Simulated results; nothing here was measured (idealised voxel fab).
This section sets out a process module, namely voxel trench capacitor.
Displayed cross-section: cut, width of 190 nm, square cells sized 5 nm.
We lay out every cross-section as a grid of square cells and spell it out in bands from the top down, where one band means one or more rows of cells. Each band's line starts with the height of the band's top and of its bottom, in nm. Then come its materials from left to right, each with its width in nm. One material with "edge to edge" fills the band from edge to edge. "air" is empty space. The level at which height equals 0 is the one under which the wafer, as it arrives, is entirely one material. No lower edge exists for the bottom band, which continues downward and is notated as in "0 down". Note: "30->40" means the width goes from the first number (top row of the band) to the second number (bottom row) in equal steps per row of cells. "all unchanged" -> step changed no cross-section cell. Each empty space that has no open way to the top and spans at least 8 cells appears under "Enclosed cavities" as width x height at distance, the distance counted from the left edge, all in nm. The remark found on a step's line after its settings is issued by the simulator itself and pertains to that step. A step line may carry the setting "overlay nm", which, for steps involving a mask, states the distance by which the mask lay to the right of its intended position; negative values denote displacement to the left.

## Planned process steps
1,RECEIVE,material Si
2,CONFORMAL_DEP,material SiN,thk nm 5
3,DIRECTIONAL_DEP,material aC,thk nm 10
4,PATTERN,tone open,mask id TRENCH,material resist,width nm 30,pitch nm 55,thk nm 25,overlay nm 0
5,DIRECTIONAL_ETCH,etch materials aC,depth nm 10
6,STRIP,etch materials resist
7,DIRECTIONAL_ETCH,etch materials SiN,depth nm 5
8,DIRECTIONAL_ETCH,etch materials Si,depth nm 30
9,STRIP,etch materials aC
10,CONFORMAL_DEP,material HfO2,thk nm 5
11,CONFORMAL_DEP,material TiN,thk nm 5
12,FILL_DEP,material W,thk nm 10
13,CMP,height nm 5

## As-received wafer cross-section (after step 1)
> 0 down  Si edge to edge
> Enclosed cavities: none

## Post-module cross-section: identical start and plan to those above, one misstep in execution
> 5 to 0  W 15, then TiN 5, then HfO2 5, then SiN 30, then HfO2 5, then TiN 5, then W 5, then TiN 5, then HfO2 5, then SiN 30, then HfO2 5, then TiN 5, then W 5, then TiN 5, then HfO2 5, then SiN 30, then HfO2 5, then TiN 5, then W 15
> 0 to -20  W 15, then TiN 5, then HfO2 5, then Si 30, then HfO2 5, then TiN 5, then W 5, then TiN 5, then HfO2 5, then Si 30, then HfO2 5, then TiN 5, then W 5, then TiN 5, then HfO2 5, then Si 30, then HfO2 5, then TiN 5, then W 15
> -20 to -25  TiN 20, then HfO2 5, then Si 30, then HfO2 5, then TiN 15, then HfO2 5, then Si 30, then HfO2 5, then TiN 15, then HfO2 5, then Si 30, then HfO2 5, then TiN 20
> -25 to -30  HfO2 25, then Si 30, then HfO2 25, then Si 30, then HfO2 25, then Si 30, then HfO2 25
> -30 down  Si edge to edge
> Enclosed cavities: none
So what did we get wrong on this run? step 4 went in with a setting other than planned; the actual run was PATTERN,tone cover,mask id TRENCH,material resist,width nm 30,pitch nm 55,thk nm 25,overlay nm 0
